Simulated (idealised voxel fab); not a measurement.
Module name: voxel transistor to metal (process module)
Xsec cut, 190 nm wide, square cell size 5 nm.
For the purposes of this document, a cross-section shall be understood as a grid of square cells, specified as bands listed in top-to-bottom order, each band consisting of one or more rows of cells. Read a band's entry like this: the first values are the height of its top and the height of its bottom in nm, and what follows is the sequence of materials from left to right, each with its width in nm. Note that "blank" is empty space, and that a single material marked "throughout" reaches across the band from edge to edge. Convention: height 0 is the level below which the wafer, as received, is all one material. The lowest band does not terminate at the bottom but continues downward, represented as "0 down". The notation "30..40" denotes a width that varies across the rows of cells in the band, beginning at the first number in the top row, finishing at the second number in the bottom row, and changing by an identical amount from each row to the next. "remained the same" for a step: no cell of the cross-section changed in that step. Heads up: "Closed void roster" only lists the empty pockets with no open path to the top that are 8 cells or more, and it writes them as width x height at distance, distance from the left edge, in nm. Formally, on a step line, whatever follows the settings is a remark that the simulator itself makes on the step. You can add "overlay nm" to a step's line. For a step with a mask, it describes how far the mask lay to the right of its planned position, and a negative number describes a lay to the left.
Planned step list for the process:
step 1: RECEIVE (material Si)
step 2: OXIDIZE (depth nm 5)
step 3: CONFORMAL_DEP (material SiN; thk nm 15)
step 4: PATTERN (tone cover; mask id ACTIVE; material resist; width nm 105; thk nm 20; overlay nm 0)
step 5: DIRECTIONAL_ETCH (etch materials SiN; depth nm 15)
step 6: DIRECTIONAL_ETCH (etch materials SiO2; depth nm 5)
step 7: DIRECTIONAL_ETCH (etch materials Si; depth nm 30)
step 8: STRIP (etch materials resist)
step 9: FILL_DEP (material SiO2; thk nm 10)
step 10: CMP (height nm 15)
step 11: SELECTIVE_ETCH (etch materials SiO2; depth nm 5)
step 12: STRIP (etch materials SiN)
step 13: SELECTIVE_ETCH (etch materials SiO2; depth nm 5)
step 14: OXIDIZE (depth nm 5)
step 15: DIRECTIONAL_DEP (material polySi; thk nm 30)
step 16: DIRECTIONAL_DEP (material SiCN; thk nm 15)
step 17: DIRECTIONAL_DEP (material aC; thk nm 10)
step 18: PATTERN (tone cover; mask id GATE; material resist; width nm 35; thk nm 25; overlay nm 0)
step 19: DIRECTIONAL_ETCH (etch materials aC; depth nm 10)
step 20: STRIP (etch materials resist)
step 21: DIRECTIONAL_ETCH (etch materials SiCN; depth nm 25)
step 22: DIRECTIONAL_ETCH (etch materials polySi; depth nm 40)
step 23: STRIP (etch materials aC)
step 24: CONFORMAL_DEP (material SiO2; thk nm 5)
step 25: DIRECTIONAL_ETCH (etch materials SiO2; depth nm 5)
step 26: CONFORMAL_DEP (material SiN; thk nm 10)
step 27: DIRECTIONAL_ETCH (etch materials SiN; depth nm 10)
step 28: DIRECTIONAL_ETCH (etch materials SiO2; depth nm 5)
step 29: DIRECTIONAL_ETCH (etch materials Si; depth nm 10)
step 30: EPI (material pSi; thk nm 15)
step 31: FILL_DEP (material SiO2; thk nm 10)
step 32: CMP (height nm 25)
step 33: STRIP (etch materials polySi)
step 34: SELECTIVE_ETCH (etch materials SiO2; depth nm 5)
step 35: CONFORMAL_DEP (material HfO2; thk nm 5)
step 36: CONFORMAL_DEP (material TiN; thk nm 5)
step 37: FILL_DEP (material W; thk nm 10)
step 38: CMP (height nm 20)
step 39: DIRECTIONAL_DEP (material SiO2; thk nm 10)
step 40: MASKED_ETCH (tone open; mask id CONTACT; width nm 15; pitch nm 80; etch materials SiO2; depth nm 25; overlay nm 0)
step 41: CONFORMAL_DEP (material TiN; thk nm 5)
step 42: FILL_DEP (material Ru; thk nm 5)
step 43: CMP (height nm 30)
step 44: DIRECTIONAL_DEP (material TiN; thk nm 5)
step 45: DIRECTIONAL_DEP (material W; thk nm 15)
step 46: DIRECTIONAL_DEP (material aC; thk nm 10)
step 47: PATTERN (tone cover; mask id METAL_1; material resist; width nm 15; pitch nm 80; thk nm 25; overlay nm 0)
step 48: DIRECTIONAL_ETCH (etch materials aC; depth nm 10)
step 49: STRIP (etch materials resist)
step 50: DIRECTIONAL_ETCH (etch materials W; depth nm 15)
step 51: DIRECTIONAL_ETCH (etch materials TiN; depth nm 5)
step 52: STRIP (etch materials aC)
step 53: FILL_DEP (material lowk; thk nm 5)
step 54: CMP (height nm 50)
step 55: CONFORMAL_DEP (material SiCN; thk nm 5)
Delivered wafer in cross-section: state after step 1:
> 0 down | Si throughout
> Closed void roster: none
Look at the cross-section after the module: the wafer started out the way shown above and the plan was the one shown above, yet one mistake was made along the way:
> 55 to 50 | SiCN throughout
> 50 to 35 | 45 nm lowk  15 nm W  65 nm lowk  15 nm W  50 nm lowk
> 35 to 30 | 45 nm lowk  15 nm TiN  65 nm lowk  15 nm TiN  50 nm lowk
> 30 to 20 | 45 nm SiO2  5 nm TiN  5 nm Ru  5 nm TiN  65 nm SiO2  5 nm TiN  5 nm Ru  5 nm TiN  50 nm SiO2
> 20 to 10 | 45 nm SiO2  5 nm TiN  5 nm Ru  5 nm TiN  10 nm SiN  5 nm TiN  35 nm W  5 nm TiN  10 nm SiN  5 nm TiN  5 nm Ru  5 nm TiN  50 nm SiO2
> 10 to 5 | 45 nm SiO2  15 nm TiN  10 nm SiN  5 nm TiN  35 nm W  5 nm TiN  10 nm SiN  15 nm TiN  50 nm SiO2
> 5 to -5 | 40 nm SiO2  10 nm SiN  10 nm pSi  10 nm SiN  5 nm TiN  35 nm W  5 nm TiN  10 nm SiN  10 nm pSi  10 nm SiN  45 nm SiO2
> -5 to -10 | 50 nm SiO2  10 nm pSi  10 nm SiO2  45 nm TiN  10 nm SiO2  10 nm pSi  55 nm SiO2
> -10 to -20 | 40 nm SiO2  10 nm Si  10 nm pSi  65 nm Si  10 nm pSi  10 nm Si  45 nm SiO2
> -20 to -35 | 40 nm SiO2  105 nm Si  45 nm SiO2
> -35 down | Si throughout
> Closed void roster: none
What broke from the plan during processing? plan step 35 was not performed, having been skipped
